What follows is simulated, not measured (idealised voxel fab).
The name of this process module is voxel ribs on slabs.
The cross-section shown here is cut; it is 185 nm wide and divided into square cells measuring 5 nm on a side.
Cross-section = grid of square cells, listed top down in bands; band = one or more rows. Top, bottom (nm), then materials left to right with widths (nm); lone material tagged "everywhere" fills the whole band edge to edge; "empty" = empty space. Heads up on the height convention: 0 is the point under which the incoming wafer is all one material, and the lowest band has no bottom, it just keeps going down, like "from 0 down". The notation "30 to 40" denotes a width that varies across the rows of cells in the band, beginning at the first number in the top row, finishing at the second number in the bottom row, and changing by an identical amount from each row to the next. Basically "nothing changed" means that step didn't change any cell in the cross-section. Entry "Closed cavity list". Content: empty spaces with no open connection to the top, size 8 cells or greater. Each: width x height at distance. Distance: from left edge. Unit: nm. If you see something after the settings on a step's line, that's the simulator's own remark about that step. On any step carrying a mask, the "overlay nm" setting, if present on the step's line, tells how far right of its planned place the mask lay; negative values point to the left.
List of planned process steps
| 1 | RECEIVE, material Si |
| 2 | DIRECTIONAL_DEP, material SiO2, thk nm 30 |
| 3 | DIRECTIONAL_DEP, material SiN, thk nm 15 |
| 4 | DIRECTIONAL_DEP, material aC, thk nm 15 |
| 5 | PATTERN, tone cover, mask id RIB, material resist, width nm 30, thk nm 35, overlay nm 0 |
| 6 | DIRECTIONAL_ETCH, etch materials aC, depth nm 15 |
| 7 | STRIP, etch materials resist |
| 8 | DIRECTIONAL_ETCH, etch materials SiN, depth nm 5 |
| 9 | STRIP, etch materials aC |
| 10 | DIRECTIONAL_DEP, material aC, thk nm 10 |
| 11 | PATTERN, tone cover, mask id SLAB, material resist, width nm 80, thk nm 30, overlay nm 0 |
| 12 | DIRECTIONAL_ETCH, etch materials aC, depth nm 10 |
| 13 | STRIP, etch materials resist |
| 14 | DIRECTIONAL_ETCH, etch materials SiN, depth nm 10 |
| 15 | STRIP, etch materials aC |
| 16 | FILL_DEP, material SiO2, thk nm 15 |
| 17 | CMP, height nm 55 |
| 18 | DIRECTIONAL_DEP, material W, thk nm 10 |
| 19 | MASKED_ETCH, tone cover, mask id HEATER, width nm 40, etch materials W, depth nm 10, overlay nm 0 |
| 20 | CONFORMAL_DEP, material SiN, thk nm 10 |
Cross-section of the wafer upon arrival, representing the state reached after step 1
  from 0 down  Si everywhere
  Closed cavity list: none
Wafer cross-section at module end: first of two, run to plan
  from 75 to 65  empty: 60; SiN: 60; empty: 65
  from 65 to 55  SiN: 70; W: 40; SiN: 75
  from 55 to 45  SiO2 everywhere
  from 45 to 40  SiO2: 75; SiN: 30; SiO2: 80
  from 40 to 30  SiO2: 50; SiN: 80; SiO2: 55
  from 30 to 0  SiO2 everywhere
  from 0 down  Si everywhere
  Closed cavity list: none
Second of two wafers, module complete, sectioned: it shares the first wafer's start and plan but was run with one mistake
  from 75 to 65  empty: 60; SiN: 60; empty: 65
  from 65 to 55  SiN: 70; W: 40; SiN: 75
  from 55 to 40  SiO2 everywhere
  from 40 to 35  SiN: 50; SiO2: 80; SiN: 55
  from 35 to 30  SiN: 50; SiO2: 25; SiN: 30; SiO2: 25; SiN: 55
  from 30 to 0  SiO2 everywhere
  from 0 down  Si everywhere
  Closed cavity list: none
Against the plan, the run slipped here: planned and actual differ for step 11; actual: PATTERN, tone open, mask id SLAB, material resist, width nm 80, thk nm 30, overlay nm 0
Materials where the second wafer ends with more or fewer cells than the first: +10 SiN; -10 SiO2
